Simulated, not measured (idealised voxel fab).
process module | voxel self aligned contacts
cross-section cut | 175 nm wide | cells 5 nm
A cross-section is a grid of square cells, given in bands from the top down. A band is one or more rows of cells.
Each band's line starts with the height of the band's top and of its bottom, in nm. Then come its materials from left to right, each with its width in nm. One material with "throughout" fills the band from edge to edge. "air" is empty space.
Height 0 is the level under which the wafer as received is all one material. The lowest band goes on downwards, as in "0 down".
A width such as "30 to 40" changes by the same amount from each row of cells to the next, from the band's top row to its bottom row.
"no change" after a step means that no cell of the cross-section changed.
closed voids: empty space of 8 cells or more with no open way to the top, each as width x height at its distance from the left edge, in nm
after a step's settings: what the simulator itself notes on the step
overlay nm, on a step with a mask: how far to the right of its planned place the mask lay; to the left if negative
plan
1 op RECEIVE | material Si
2 op OXIDIZE | depth nm 5
3 op DIRECTIONAL_DEP | material polySi | thk nm 25
4 op DIRECTIONAL_DEP | material SiN | thk nm 20
5 op MASKED_ETCH | tone cover | mask id GATE | width nm 25 | pitch nm 65 | etch materials SiN | depth nm 20 | overlay nm 0
6 op MASKED_ETCH | tone cover | mask id GATE | width nm 25 | pitch nm 65 | etch materials polySi | depth nm 25 | overlay nm 0
7 op CONFORMAL_DEP | material SiN | thk nm 10
8 op DIRECTIONAL_ETCH | etch materials SiN | depth nm 10
9 op FILL_DEP | material SiO2 | thk nm 10
10 op CMP | height nm 50
11 op PATTERN | tone open | mask id CONTACT | material resist | width nm 50 | thk nm 15 | overlay nm 0
12 op DIRECTIONAL_ETCH | etch materials SiO2 | depth nm 55
13 op STRIP | etch materials resist
14 op CONFORMAL_DEP | material TiN | thk nm 5
15 op FILL_DEP | material W | thk nm 10
16 op CMP | height nm 50
17 op CONFORMAL_DEP | material SiCN | thk nm 5
as received, after step 1
  0 down: Si throughout
  closed voids: none
first wafer at the end, as planned
  55 to 50: SiCN throughout
  50 to 45: SiO2 60 | TiN 20 | W 10 | TiN 20 | SiO2 65
  45 to 25: SiO2 30 | SiN 45 | TiN 5 | W 10 | TiN 5 | SiN 45 | SiO2 35
  25 to 0: SiO2 30 | SiN 10 | polySi 25 | SiN 10 | TiN 5 | W 10 | TiN 5 | SiN 10 | polySi 25 | SiN 10 | SiO2 35
  0 to -5: SiO2 75 | TiN 20 | SiO2 80
  -5 down: Si throughout
  closed voids: none
second wafer at the end: like start, like plan, one mistake
  55 to 50: SiCN throughout
  50 to 45: SiO2 30 | SiN 45 | TiN 20 | SiN 45 | SiO2 35
  45 to 25: SiN throughout
  25 to 0: polySi throughout
  0 to -5: SiO2 throughout
  -5 down: Si throughout
  closed voids: none
what went wrong: step 4 was run twice
at the end the second wafer has, in cells: 46 more of SiN | 125 fewer of SiO2 | 26 fewer of TiN | 20 fewer of W | 125 more of polySi
